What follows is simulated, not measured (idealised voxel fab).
The following is a process module called voxel quadruple lines.
FYI the section here is cut, 285 nm wide, cells are 5 nm squares.
When this document writes out a cross-section, it uses a grid of square cells and lists it as bands, beginning at the top and moving down, with a band standing for one or more rows of cells.
For a band, the entry starts with two heights in nm, that of the top and then that of the bottom, and carries on with the band's materials in order from left to right, each alongside its width in nm; the word "everywhere" beside a single material means it fills the band edge to edge, and "air" means empty space.
Below 0: as-received wafer, all one material; heights counted from there. Lowest band: no bottom, goes on down, written "0 nm and below".
The notation "30 to 40" denotes a width that varies across the rows of cells in the band, beginning at the first number in the top row, finishing at the second number in the bottom row, and changing by an identical amount from each row to the next.
Take "no change occurred" at face value: in the step it is given for, the cross-section changed in none of its cells.
The list in "Trapped voids" covers empty spaces of 8 cells or more that cannot reach the top through any open way, and it gives each as width x height at distance; the distance is from the left edge, and width, height and distance are in nm.
Past the settings on a step's line: simulator remark, on that step.
overlay nm: right-of-plan distance of the mask on a masked step; negative values mean left-of-plan.

# So here's the lineup of process steps we planned
1,RECEIVE, material Si
2,CONFORMAL_DEP, material SiO2, thk nm 10
3,DIRECTIONAL_DEP, material W, thk nm 10
4,DIRECTIONAL_DEP, material polySi, thk nm 20
5,DIRECTIONAL_DEP, material aC, thk nm 20
6,PATTERN, tone cover, mask id MANDREL, material resist, width nm 30, pitch nm 80, thk nm 25, overlay nm 0
7,DIRECTIONAL_ETCH, etch materials aC, depth nm 20
8,STRIP, etch materials resist
9,CONFORMAL_DEP, material SiO2, thk nm 10
10,DIRECTIONAL_ETCH, etch materials SiO2, depth nm 10
11,STRIP, etch materials aC
12,DIRECTIONAL_ETCH, etch materials polySi, depth nm 20
13,STRIP, etch materials SiO2
14,CONFORMAL_DEP, material SiCN, thk nm 10
15,DIRECTIONAL_ETCH, etch materials SiCN, depth nm 10
16,STRIP, etch materials polySi
17,DIRECTIONAL_ETCH, etch materials W, depth nm 10
18,STRIP, etch materials SiCN

# First of two wafers - as planned

# Cross-section of the wafer as it came to us, i.e., already through step 1
- 0 nm and below  Si everywhere
- Trapped voids: none

# State of the wafer after step 2, shown in cross-section
- 10 nm to 0 nm  SiO2 everywhere
- Beneath the level 0, the cross-section is identical to its previous state.

# State of the wafer after step 3, shown in cross-section
- 20 nm to 10 nm  W everywhere
- Beneath the level 10, the cross-section is identical to its previous state.

# State of the wafer after step 4, shown in cross-section
- 40 nm to 20 nm  polySi everywhere
- Beneath the level 20, the cross-section is identical to its previous state.

# State of the wafer after step 5, shown in cross-section
- 60 nm to 40 nm  aC everywhere
- Beneath the level 40, the cross-section is identical to its previous state.

# State of the wafer after step 6, shown in cross-section
- 85 nm to 60 nm  85 nm air, then 30 nm resist, then 50 nm air, then 30 nm resist, then 90 nm air
- Beneath the level 60, the cross-section is identical to its previous state.

# State of the wafer after step 7, shown in cross-section
- 65 nm to 60 nm  85 nm air, then 30 nm resist, then 50 nm air, then 30 nm resist, then 90 nm air
- 60 nm to 40 nm  85 nm air, then 30 nm aC, then 50 nm air, then 30 nm aC, then 90 nm air
- Beneath the level 40, the cross-section is identical to its previous state.

# State of the wafer after step 8, shown in cross-section
- 60 nm to 40 nm  85 nm air, then 30 nm aC, then 50 nm air, then 30 nm aC, then 90 nm air
- Beneath the level 40, the cross-section is identical to its previous state.

# State of the wafer after step 9, shown in cross-section
- 70 nm to 60 nm  75 nm air, then 50 nm SiO2, then 30 nm air, then 50 nm SiO2, then 80 nm air
- 60 nm to 50 nm  75 nm air, then 10 nm SiO2, then 30 nm aC, then 10 nm SiO2, then 30 nm air, then 10 nm SiO2, then 30 nm aC, then 10 nm SiO2, then 80 nm air
- 50 nm to 40 nm  85 nm SiO2, then 30 nm aC, then 50 nm SiO2, then 30 nm aC, then 90 nm SiO2
- Beneath the level 40, the cross-section is identical to its previous state.

# State of the wafer after step 10, shown in cross-section
- 60 nm to 40 nm  75 nm air, then 10 nm SiO2, then 30 nm aC, then 10 nm SiO2, then 30 nm air, then 10 nm SiO2, then 30 nm aC, then 10 nm SiO2, then 80 nm air
- Beneath the level 40, the cross-section is identical to its previous state.

# State of the wafer after step 11, shown in cross-section
- 60 nm to 40 nm  75 nm air, then 10 nm SiO2, then 30 nm air, then 10 nm SiO2, then 30 nm air, then 10 nm SiO2, then 30 nm air, then 10 nm SiO2, then 80 nm air
- Beneath the level 40, the cross-section is identical to its previous state.

# State of the wafer after step 12, shown in cross-section
- 60 nm to 40 nm  75 nm air, then 10 nm SiO2, then 30 nm air, then 10 nm SiO2, then 30 nm air, then 10 nm SiO2, then 30 nm air, then 10 nm SiO2, then 80 nm air
- 40 nm to 20 nm  75 nm air, then 10 nm polySi, then 30 nm air, then 10 nm polySi, then 30 nm air, then 10 nm polySi, then 30 nm air, then 10 nm polySi, then 80 nm air
- Beneath the level 20, the cross-section is identical to its previous state.

# State of the wafer after step 13, shown in cross-section
- 40 nm to 20 nm  75 nm air, then 10 nm polySi, then 30 nm air, then 10 nm polySi, then 30 nm air, then 10 nm polySi, then 30 nm air, then 10 nm polySi, then 80 nm air
- Beneath the level 20, the cross-section is identical to its previous state.

# State of the wafer after step 14, shown in cross-section
- 50 nm to 40 nm  65 nm air, then 30 nm SiCN, then 10 nm air, then 30 nm SiCN, then 10 nm air, then 30 nm SiCN, then 10 nm air, then 30 nm SiCN, then 70 nm air
- 40 nm to 30 nm  65 nm air, then 10 nm SiCN, then 10 nm polySi, then 10 nm SiCN, then 10 nm air, then 10 nm SiCN, then 10 nm polySi, then 10 nm SiCN, then 10 nm air, then 10 nm SiCN, then 10 nm polySi, then 10 nm SiCN, then 10 nm air, then 10 nm SiCN, then 10 nm polySi, then 10 nm SiCN, then 70 nm air
- 30 nm to 20 nm  75 nm SiCN, then 10 nm polySi, then 30 nm SiCN, then 10 nm polySi, then 30 nm SiCN, then 10 nm polySi, then 30 nm SiCN, then 10 nm polySi, then 80 nm SiCN
- Beneath the level 20, the cross-section is identical to its previous state.

# State of the wafer after step 15, shown in cross-section
- 40 nm to 20 nm  65 nm air, then 10 nm SiCN, then 10 nm polySi, then 10 nm SiCN, then 10 nm air, then 10 nm SiCN, then 10 nm polySi, then 10 nm SiCN, then 10 nm air, then 10 nm SiCN, then 10 nm polySi, then 10 nm SiCN, then 10 nm air, then 10 nm SiCN, then 10 nm polySi, then 10 nm SiCN, then 70 nm air
- Beneath the level 20, the cross-section is identical to its previous state.

# State of the wafer after step 16, shown in cross-section
- 40 nm to 20 nm  65 nm air, then 10 nm SiCN, then 10 nm air, then 10 nm SiCN, then 10 nm air, then 10 nm SiCN, then 10 nm air, then 10 nm SiCN, then 10 nm air, then 10 nm SiCN, then 10 nm air, then 10 nm SiCN, then 10 nm air, then 10 nm SiCN, then 10 nm air, then 10 nm SiCN, then 70 nm air
- Beneath the level 20, the cross-section is identical to its previous state.

# State of the wafer after step 17, shown in cross-section
- 40 nm to 20 nm  65 nm air, then 10 nm SiCN, then 10 nm air, then 10 nm SiCN, then 10 nm air, then 10 nm SiCN, then 10 nm air, then 10 nm SiCN, then 10 nm air, then 10 nm SiCN, then 10 nm air, then 10 nm SiCN, then 10 nm air, then 10 nm SiCN, then 10 nm air, then 10 nm SiCN, then 70 nm air
- 20 nm to 10 nm  65 nm air, then 10 nm W, then 10 nm air, then 10 nm W, then 10 nm air, then 10 nm W, then 10 nm air, then 10 nm W, then 10 nm air, then 10 nm W, then 10 nm air, then 10 nm W, then 10 nm air, then 10 nm W, then 10 nm air, then 10 nm W, then 70 nm air
- Beneath the level 10, the cross-section is identical to its previous state.

# State of the wafer after step 18, shown in cross-section
- 20 nm to 10 nm  65 nm air, then 10 nm W, then 10 nm air, then 10 nm W, then 10 nm air, then 10 nm W, then 10 nm air, then 10 nm W, then 10 nm air, then 10 nm W, then 10 nm air, then 10 nm W, then 10 nm air, then 10 nm W, then 10 nm air, then 10 nm W, then 70 nm air
- Beneath the level 10, the cross-section is identical to its previous state.

# Wafer two: like wafer one in start and plan, but with one mistake in execution; identical up to and including step 5

# The second wafer cut through, at the time step 6 was supposed to be finished
- 85 nm to 60 nm  90 nm air, then 30 nm resist, then 50 nm air, then 30 nm resist, then 85 nm air
- Beneath the level 60, the cross-section is identical to its previous state.

# The second wafer cut through, at the time step 7 was supposed to be finished
- 65 nm to 60 nm  90 nm air, then 30 nm resist, then 50 nm air, then 30 nm resist, then 85 nm air
- 60 nm to 40 nm  90 nm air, then 30 nm aC, then 50 nm air, then 30 nm aC, then 85 nm air
- Beneath the level 40, the cross-section is identical to its previous state.

# The second wafer cut through, at the time step 8 was supposed to be finished
- 60 nm to 40 nm  90 nm air, then 30 nm aC, then 50 nm air, then 30 nm aC, then 85 nm air
- Beneath the level 40, the cross-section is identical to its previous state.

# The second wafer cut through, at the time step 9 was supposed to be finished
- 70 nm to 60 nm  80 nm air, then 50 nm SiO2, then 30 nm air, then 50 nm SiO2, then 75 nm air
- 60 nm to 50 nm  80 nm air, then 10 nm SiO2, then 30 nm aC, then 10 nm SiO2, then 30 nm air, then 10 nm SiO2, then 30 nm aC, then 10 nm SiO2, then 75 nm air
- 50 nm to 40 nm  90 nm SiO2, then 30 nm aC, then 50 nm SiO2, then 30 nm aC, then 85 nm SiO2
- Beneath the level 40, the cross-section is identical to its previous state.

# The second wafer cut through, at the time step 10 was supposed to be finished
- 60 nm to 40 nm  80 nm air, then 10 nm SiO2, then 30 nm aC, then 10 nm SiO2, then 30 nm air, then 10 nm SiO2, then 30 nm aC, then 10 nm SiO2, then 75 nm air
- Beneath the level 40, the cross-section is identical to its previous state.

# The second wafer cut through, at the time step 11 was supposed to be finished
- 60 nm to 40 nm  80 nm air, then 10 nm SiO2, then 30 nm air, then 10 nm SiO2, then 30 nm air, then 10 nm SiO2, then 30 nm air, then 10 nm SiO2, then 75 nm air
- Beneath the level 40, the cross-section is identical to its previous state.

# The second wafer cut through, at the time step 12 was supposed to be finished
- 60 nm to 40 nm  80 nm air, then 10 nm SiO2, then 30 nm air, then 10 nm SiO2, then 30 nm air, then 10 nm SiO2, then 30 nm air, then 10 nm SiO2, then 75 nm air
- 40 nm to 20 nm  80 nm air, then 10 nm polySi, then 30 nm air, then 10 nm polySi, then 30 nm air, then 10 nm polySi, then 30 nm air, then 10 nm polySi, then 75 nm air
- Beneath the level 20, the cross-section is identical to its previous state.

# The second wafer cut through, at the time step 13 was supposed to be finished
- 40 nm to 20 nm  80 nm air, then 10 nm polySi, then 30 nm air, then 10 nm polySi, then 30 nm air, then 10 nm polySi, then 30 nm air, then 10 nm polySi, then 75 nm air
- Beneath the level 20, the cross-section is identical to its previous state.

# The second wafer cut through, at the time step 14 was supposed to be finished
- 50 nm to 40 nm  70 nm air, then 30 nm SiCN, then 10 nm air, then 30 nm SiCN, then 10 nm air, then 30 nm SiCN, then 10 nm air, then 30 nm SiCN, then 65 nm air
- 40 nm to 30 nm  70 nm air, then 10 nm SiCN, then 10 nm polySi, then 10 nm SiCN, then 10 nm air, then 10 nm SiCN, then 10 nm polySi, then 10 nm SiCN, then 10 nm air, then 10 nm SiCN, then 10 nm polySi, then 10 nm SiCN, then 10 nm air, then 10 nm SiCN, then 10 nm polySi, then 10 nm SiCN, then 65 nm air
- 30 nm to 20 nm  80 nm SiCN, then 10 nm polySi, then 30 nm SiCN, then 10 nm polySi, then 30 nm SiCN, then 10 nm polySi, then 30 nm SiCN, then 10 nm polySi, then 75 nm SiCN
- Beneath the level 20, the cross-section is identical to its previous state.

# The second wafer cut through, at the time step 15 was supposed to be finished
- 40 nm to 20 nm  70 nm air, then 10 nm SiCN, then 10 nm polySi, then 10 nm SiCN, then 10 nm air, then 10 nm SiCN, then 10 nm polySi, then 10 nm SiCN, then 10 nm air, then 10 nm SiCN, then 10 nm polySi, then 10 nm SiCN, then 10 nm air, then 10 nm SiCN, then 10 nm polySi, then 10 nm SiCN, then 65 nm air
- Beneath the level 20, the cross-section is identical to its previous state.

# The second wafer cut through, at the time step 16 was supposed to be finished
- 40 nm to 20 nm  70 nm air, then 10 nm SiCN, then 10 nm air, then 10 nm SiCN, then 10 nm air, then 10 nm SiCN, then 10 nm air, then 10 nm SiCN, then 10 nm air, then 10 nm SiCN, then 10 nm air, then 10 nm SiCN, then 10 nm air, then 10 nm SiCN, then 10 nm air, then 10 nm SiCN, then 65 nm air
- Beneath the level 20, the cross-section is identical to its previous state.

# The second wafer cut through, at the time step 17 was supposed to be finished
- 40 nm to 20 nm  70 nm air, then 10 nm SiCN, then 10 nm air, then 10 nm SiCN, then 10 nm air, then 10 nm SiCN, then 10 nm air, then 10 nm SiCN, then 10 nm air, then 10 nm SiCN, then 10 nm air, then 10 nm SiCN, then 10 nm air, then 10 nm SiCN, then 10 nm air, then 10 nm SiCN, then 65 nm air
- 20 nm to 10 nm  70 nm air, then 10 nm W, then 10 nm air, then 10 nm W, then 10 nm air, then 10 nm W, then 10 nm air, then 10 nm W, then 10 nm air, then 10 nm W, then 10 nm air, then 10 nm W, then 10 nm air, then 10 nm W, then 10 nm air, then 10 nm W, then 65 nm air
- Beneath the level 10, the cross-section is identical to its previous state.

# The second wafer cut through, at the time step 18 was supposed to be finished
- 20 nm to 10 nm  70 nm air, then 10 nm W, then 10 nm air, then 10 nm W, then 10 nm air, then 10 nm W, then 10 nm air, then 10 nm W, then 10 nm air, then 10 nm W, then 10 nm air, then 10 nm W, then 10 nm air, then 10 nm W, then 10 nm air, then 10 nm W, then 65 nm air
- Beneath the level 10, the cross-section is identical to its previous state.
Which mistake was made when the wafer was run? step 6 off recipe, ran as PATTERN, tone cover, mask id MANDREL, material resist, width nm 30, pitch nm 80, thk nm 25, overlay nm 5
Matching per-material cell counts, mismatched positions: that is how the second wafer compares with the first at the end.
